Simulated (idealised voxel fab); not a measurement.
process module | voxel fin reveal
cross-section cut | 250 nm wide | cells 5 nm
A cross-section is a grid of square cells, given in bands from the top down. A band is one or more rows of cells.
Each band's line starts with the height of the band's top and of its bottom, in nm. Then come its materials from left to right, each with its width in nm. One material with "throughout" fills the band from edge to edge. "air" is empty space.
Height 0 is the level under which the wafer as received is all one material. The lowest band goes on downwards, as in "0 down".
A width such as "30 to 40" changes by the same amount from each row of cells to the next, from the band's top row to its bottom row.
"no change" after a step means that no cell of the cross-section changed.
closed voids: empty space of 8 cells or more with no open way to the top, each as width x height at its distance from the left edge, in nm
after a step's settings: what the simulator itself notes on the step
overlay nm, on a step with a mask: how far to the right of its planned place the mask lay; to the left if negative
plan
1 op RECEIVE | material Si
2 op CONFORMAL_DEP | material SiN | thk nm 10
3 op DIRECTIONAL_DEP | material aC | thk nm 10
4 op PATTERN | tone cover | mask id FINS | material resist | width nm 15 | pitch nm 40 | thk nm 30 | overlay nm 0
5 op DIRECTIONAL_ETCH | etch materials aC | depth nm 10
6 op STRIP | etch materials resist
7 op DIRECTIONAL_ETCH | etch materials SiN | depth nm 10
8 op DIRECTIONAL_ETCH | etch materials Si | depth nm 40
9 op STRIP | etch materials aC
10 op FILL_DEP | material SiO2 | thk nm 10
11 op CMP | height nm 10
12 op SELECTIVE_ETCH | etch materials SiO2 | depth nm 30
13 op STRIP | etch materials SiN
as received, after step 1
  0 down: Si throughout
  closed voids: none
a wafer at the end: this start, this plan, one mistake
  10 to 0: aC 75 | air 15 | aC 25 | air 15 | aC 25 | air 15 | aC 80
  0 to -40: aC 75 | Si 15 | aC 25 | Si 15 | aC 25 | Si 15 | aC 80
  -40 down: Si throughout
  closed voids: none
what went wrong: step 10 ran as: op FILL_DEP | material aC | thk nm 10
